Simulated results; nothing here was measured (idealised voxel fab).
The process module that follows is named voxel air gaps.
This is section cut - it's 195 nm across, gridded in 5 nm square cells.
Cross-section format: a grid of square cells, given as bands from top to bottom; each band is one or more rows of cells.
It is stipulated that each band's entry specify, in nanometres, the height of the top of the band and then that of its bottom, followed by the materials of the band in left-to-right sequence, each together with its width in nanometres. A single material marked by the word "all across" is understood to fill the band from edge to edge; the word "air" is understood to denote empty space.
Heights are reckoned from 0. Under this level, the received wafer is all of one material. The bottommost band is open-ended downward, for example "top 0, no bottom".
Width: "30->40" (first number = top row, second number = bottom row, same change from row to row of cells).
Step marked "remained unchanged"? Then no cell in the cross-section changed in it.
"Internal closed voids" enumerates empty spaces isolated from the top, with no open way to it, that contain at least 8 cells, giving each as width x height at distance from the left edge, all three in nm.
Heads up: the bit after the settings on a step's line is the simulator's remark on that step.
"overlay nm" denotes, for a step that has a mask, the displacement of the mask to the right of its planned place, with negative values corresponding to the left.

These are the steps we planned for the process:
1) RECEIVE with material Si
2) CONFORMAL_DEP with material SiO2, thk nm 10
3) CONFORMAL_DEP with material SiN, thk nm 5
4) DIRECTIONAL_DEP with material SiO2, thk nm 35
5) MASKED_ETCH with tone open, mask id LINES, width nm 15, pitch nm 40, etch materials SiO2, depth nm 35, overlay nm 0
6) CONFORMAL_DEP with material TiN, thk nm 5
7) FILL_DEP with material W, thk nm 10
8) CMP with height nm 50
9) EPI with material Ru, thk nm 10
10) SELECTIVE_ETCH with etch materials SiO2, depth nm 45
11) CONFORMAL_DEP with material SiN, thk nm 5

The first of a set of two wafers, run to plan:

Shown in cross-section is the wafer as received, that is, as it stands after step 1:
    top 0, no bottom | Si all across
    Internal closed voids: none

After step 2: wafer cross-section:
    top 10, bottom 0 | SiO2 all across
    Note: structure below 0 unchanged.

After step 3: wafer cross-section:
    top 15, bottom 10 | SiN all across
    Note: structure below 10 unchanged.

After step 4: wafer cross-section:
    top 50, bottom 15 | SiO2 all across
    Note: structure below 15 unchanged.

After step 5: wafer cross-section:
    top 50, bottom 15 | SiO2: 50, air: 15, SiO2: 25, air: 15, SiO2: 25, air: 15, SiO2: 50
    Note: structure below 15 unchanged.

After step 6: wafer cross-section:
    top 55, bottom 50 | TiN: 55, air: 5, TiN: 35, air: 5, TiN: 35, air: 5, TiN: 55
    top 50, bottom 20 | SiO2: 50, TiN: 5, air: 5, TiN: 5, SiO2: 25, TiN: 5, air: 5, TiN: 5, SiO2: 25, TiN: 5, air: 5, TiN: 5, SiO2: 50
    top 20, bottom 15 | SiO2: 50, TiN: 15, SiO2: 25, TiN: 15, SiO2: 25, TiN: 15, SiO2: 50
    Note: structure below 15 unchanged.

After step 7: wafer cross-section:
    top 65, bottom 55 | W all across
    top 55, bottom 50 | TiN: 55, W: 5, TiN: 35, W: 5, TiN: 35, W: 5, TiN: 55
    top 50, bottom 20 | SiO2: 50, TiN: 5, W: 5, TiN: 5, SiO2: 25, TiN: 5, W: 5, TiN: 5, SiO2: 25, TiN: 5, W: 5, TiN: 5, SiO2: 50
    Note: structure below 20 unchanged.

After step 8: wafer cross-section:
    top 50, bottom 20 | SiO2: 50, TiN: 5, W: 5, TiN: 5, SiO2: 25, TiN: 5, W: 5, TiN: 5, SiO2: 25, TiN: 5, W: 5, TiN: 5, SiO2: 50
    Note: structure below 20 unchanged.

After step 9: wafer cross-section:
    top 60, bottom 50 | air: 40, Ru: 35, air: 5, Ru: 35, air: 5, Ru: 35, air: 40
    Note: structure below 50 unchanged.

After step 10: wafer cross-section:
    top 60, bottom 50 | air: 40, Ru: 35, air: 5, Ru: 35, air: 5, Ru: 35, air: 40
    top 50, bottom 20 | air: 50, TiN: 5, W: 5, TiN: 5, air: 25, TiN: 5, W: 5, TiN: 5, air: 25, TiN: 5, W: 5, TiN: 5, air: 50
    top 20, bottom 15 | air: 50, TiN: 15, air: 25, TiN: 15, air: 25, TiN: 15, air: 50
    Note: structure below 15 unchanged.

After step 11: wafer cross-section:
    top 65, bottom 60 | air: 35, SiN: 125, air: 35
    top 60, bottom 50 | air: 35, SiN: 5, Ru: 35, SiN: 5, Ru: 35, SiN: 5, Ru: 35, SiN: 5, air: 35
    top 50, bottom 45 | air: 35, SiN: 15, TiN: 5, W: 5, TiN: 5, SiN: 25, TiN: 5, W: 5, TiN: 5, SiN: 25, TiN: 5, W: 5, TiN: 5, SiN: 15, air: 35
    top 45, bottom 20 | air: 45, SiN: 5, TiN: 5, W: 5, TiN: 5, SiN: 5, air: 15, SiN: 5, TiN: 5, W: 5, TiN: 5, SiN: 5, air: 15, SiN: 5, TiN: 5, W: 5, TiN: 5, SiN: 5, air: 45
    top 20, bottom 15 | SiN: 50, TiN: 15, SiN: 25, TiN: 15, SiN: 25, TiN: 15, SiN: 50
    Note: structure below 15 unchanged.
    Internal closed voids: 15 x 25 at 70; 15 x 25 at 110

Second wafer - shared start and plan with the first - one error in running - same as the first up to step 10 inclusive:

Cross-section: second wafer, time at which step 11 was scheduled to end: remained unchanged
Which mistake was made when the wafer was run? step 11 was dropped from the plan's execution and never run
Final difference in cells, second wafer against first, listed per material as more or fewer: SiN -109
So at the end we're looking at 2 closed voids on the first wafer and 0 on the second.
